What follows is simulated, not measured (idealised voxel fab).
This section sets out a process module, namely voxel trench capacitor.
The width of the displayed cross-section, cut, is 280 nm; its cells are square, with a size of 5 nm.
Each cross-section below is a grid of square cells, stated as bands in top-down order, with one or more rows of cells making up each band. First you get the band's top height and its bottom height, in nm, and then the materials it's made of, left to right, with each width in nm. If you see a single material with "full width", that one covers the band edge to edge. "blank" is empty space. Beneath 0, the wafer as received is one material, and that level is where height counting begins. The lowest band goes on downward without a bottom; it is written like "0 down". Graded width ("30..40"): value in top row of band = first number; value in bottom row = second number; row-to-row change constant. "no alterations made" (step): cross-section cells unchanged, all of them. Closed-off voids of 8+ cells (no open route to the top) go in "Enclosed void list", written width x height at distance from the left edge, in nm. Text after the settings on a step's line: the simulator's own remark on that step. overlay nm: mask right of planned place by this much (step with mask). Neg. = left.
[The planned process steps are enumerated hereunder]
1,RECEIVE with material Si
2,CONFORMAL_DEP with material SiN, thk nm 5
3,PATTERN with tone open, mask id TRENCH, material resist, width nm 25, pitch nm 55, thk nm 15, overlay nm -15
4,DIRECTIONAL_ETCH with etch materials SiN, depth nm 5
5,DIRECTIONAL_ETCH with etch materials Si, depth nm 25
6,STRIP with etch materials resist
7,CONFORMAL_DEP with material Al2O3, thk nm 5
8,FILL_DEP with material polySi, thk nm 5
9,CMP with height nm 5
Wafers differ in overlay nm at step 3; plan lists the first wafer's value; identical starting state.
[Sectional view: first of several wafers, as received, after step 1]
0 down = Si full width
Enclosed void list: none
[The rows of the table below are wafers. Looking at the end of the module, a row counts, for every material, the cells the wafer has gained, shown as (+), or lost, shown as (-), since it was received; its closed voids come next]
overlay nm -15 | +30 Al2O3 | -50 Si | +46 SiN | +30 polySi | Enclosed void list: none
overlay nm -10 | +30 Al2O3 | -50 Si | +46 SiN | +30 polySi | Enclosed void list: none
overlay nm -5 | +30 Al2O3 | -50 Si | +46 SiN | +30 polySi | Enclosed void list: none
overlay nm 0 | +30 Al2O3 | -50 Si | +46 SiN | +30 polySi | Enclosed void list: none
overlay nm 5 | +30 Al2O3 | -50 Si | +46 SiN | +30 polySi | Enclosed void list: none
overlay nm 10 | +30 Al2O3 | -50 Si | +46 SiN | +30 polySi | Enclosed void list: none
overlay nm 15 | +30 Al2O3 | -50 Si | +46 SiN | +30 polySi | Enclosed void list: none
